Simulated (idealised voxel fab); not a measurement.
The following is a process module called voxel spacer lines.
295 nm wide, 5 nm square cells: that's cross-section cut.
Cross-sections here: square-cell grids, written as top-down lists of bands, a band being one or more rows of cells.
Band entry format. Leading values: height of top, height of bottom, nm. Remainder: materials in left-to-right order, each with its width in nm. Special words: "full width" on a single material, which then fills the band edge to edge; "empty", empty space.
Measure heights from 0. That's the level where, below it, the as-received wafer is all one material. The lowest band is bottomless and extends downward; write it as in "0 -> down".
A two-number width, for instance "30..40", indicates that the width is equal to the first number in the top row of the band and to the second number in the bottom row, and that it changes by a constant amount per row of cells.
Where the words "remained the same" appear for a step, the cross-section shows no cell changed by that step; every cell remained as before.
Listed in "Completely enclosed voids": every empty space of 8 or more cells without an open way to the top. Form: width x height at distance, the distance being from the left edge, all in nm.
The remark found on a step's line after its settings is issued by the simulator itself and pertains to that step.
The "overlay nm" setting may appear on a step's line; for a step that uses a mask, it gives how far to the right of its planned position the mask lay, and a negative value indicates the left.

### The following list gives the planned process steps
1. op RECEIVE | material Si
2. op CONFORMAL_DEP | material Al2O3 | thk nm 10
3. op DIRECTIONAL_DEP | material TiN | thk nm 10
4. op DIRECTIONAL_DEP | material aC | thk nm 20
5. op PATTERN | tone cover | mask id MANDREL | material resist | width nm 25 | pitch nm 70 | thk nm 25 | overlay nm 0
6. op DIRECTIONAL_ETCH | etch materials aC | depth nm 20
7. op STRIP | etch materials resist
8. op CONFORMAL_DEP | material SiO2 | thk nm 10
9. op DIRECTIONAL_ETCH | etch materials SiO2 | depth nm 10
10. op STRIP | etch materials aC
11. op DIRECTIONAL_ETCH | etch materials TiN | depth nm 10
12. op STRIP | etch materials SiO2
13. op FILL_DEP | material SiO2 | thk nm 5
14. op CMP | height nm 20

### Cross-sectional view of the wafer in its as-received condition, corresponding to the state after step 1
  0 -> down  Si full width
  Completely enclosed voids: none

### Result of the module, cross-sectioned: start per above, plan per above, one error in how it was run
  20 -> 10  SiO2: 60, then TiN: 5, then SiO2: 25, then TiN: 5, then SiO2: 35, then TiN: 5, then SiO2: 25, then TiN: 5, then SiO2: 35, then TiN: 5, then SiO2: 25, then TiN: 5, then SiO2: 60
  10 -> 0  Al2O3 full width
  0 -> down  Si full width
  Completely enclosed voids: none
Heads up, the wafer didn't run the way we planned it: off-plan run, step 8, actual operation and settings op CONFORMAL_DEP | material SiO2 | thk nm 5
